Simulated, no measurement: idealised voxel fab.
Documented hereafter: the process module known as voxel tone inversion.
FYI the section here is cut, 200 nm wide, cells are 5 nm squares.
Cross-section layout: square cells on a grid; listed as bands, top to bottom; a band spans one or more cell rows.
For a band, the entry starts with two heights in nm, that of the top and then that of the bottom, and carries on with the band's materials in order from left to right, each alongside its width in nm; the word "throughout" beside a single material means it fills the band edge to edge, and "empty" means empty space.
All heights in this document are referenced to 0, defined as the level beneath which the wafer, as received, consists entirely of one material. The lowest band is not bounded below; it extends indefinitely downward and is written in the form "z 0 and below".
The notation "30->40" denotes a width that varies across the rows of cells in the band, beginning at the first number in the top row, finishing at the second number in the bottom row, and changing by an identical amount from each row to the next.
For the purposes of this document, the phrase "nothing got changed" attached to a step denotes that no cell within the cross-section was modified by that step.
Entry "Closed voids list". Content: empty spaces with no open connection to the top, size 8 cells or greater. Each: width x height at distance. Distance: from left edge. Unit: nm.
On a step's line, text after the settings is the simulator commenting on that step.
Regarding "overlay nm": on a step with a mask, it is the distance the mask lay to the right of its planned place; a negative value places it to the left.
[The planned process steps are enumerated hereunder]
1. RECEIVE with material Si
2. CONFORMAL_DEP with material SiCN, thk nm 10
3. DIRECTIONAL_DEP with material polySi, thk nm 15
4. PATTERN with tone cover, mask id POSTS, material resist, width nm 25, pitch nm 55, thk nm 25, overlay nm 0
5. DIRECTIONAL_ETCH with etch materials polySi, depth nm 15
6. STRIP with etch materials resist
7. FILL_DEP with material lowk, thk nm 5
8. CMP with height nm 25
9. STRIP with etch materials polySi
10. CONFORMAL_DEP with material TiN, thk nm 5
11. FILL_DEP with material Ru, thk nm 10
12. CMP with height nm 25
13. CONFORMAL_DEP with material SiN, thk nm 5
[Step 1 complete: cross-section of the wafer as received]
* z 0 and below = Si throughout
* Closed voids list: none
[Sectioned view, first of two wafers, at the close of the module, processed as intended in the plan]
* z 30 to 25 = SiN throughout
* z 25 to 15 = 30 nm lowk / 5 nm TiN / 15 nm Ru / 5 nm TiN / 30 nm lowk / 5 nm TiN / 15 nm Ru / 5 nm TiN / 30 nm lowk / 5 nm TiN / 15 nm Ru / 5 nm TiN / 35 nm lowk
* z 15 to 10 = 30 nm lowk / 25 nm TiN / 30 nm lowk / 25 nm TiN / 30 nm lowk / 25 nm TiN / 35 nm lowk
* z 10 to 0 = SiCN throughout
* z 0 and below = Si throughout
* Closed voids list: none
[Cross-section at end of module for the second wafer of two, which matched the first in starting point and plan and differed by one mistake in its processing]
* z 30 to 25 = SiN throughout
* z 25 to 15 = 30 nm lowk / 5 nm TiN / 20 nm Ru / 5 nm TiN / 25 nm lowk / 5 nm TiN / 20 nm Ru / 5 nm TiN / 25 nm lowk / 5 nm TiN / 20 nm Ru / 5 nm TiN / 30 nm lowk
* z 15 to 10 = 30 nm lowk / 30 nm TiN / 25 nm lowk / 30 nm TiN / 25 nm lowk / 30 nm TiN / 30 nm lowk
* z 10 to 0 = SiCN throughout
* z 0 and below = Si throughout
* Closed voids list: none
Here's what went sideways: step 4 deviated from plan and actually ran as PATTERN with tone cover, mask id POSTS, material resist, width nm 30, pitch nm 55, thk nm 25, overlay nm 0
The final cell counts differ between the wafers, with the second having more or fewer of some materials than the first: 6 more of Ru, 3 more of TiN, 9 fewer of lowk
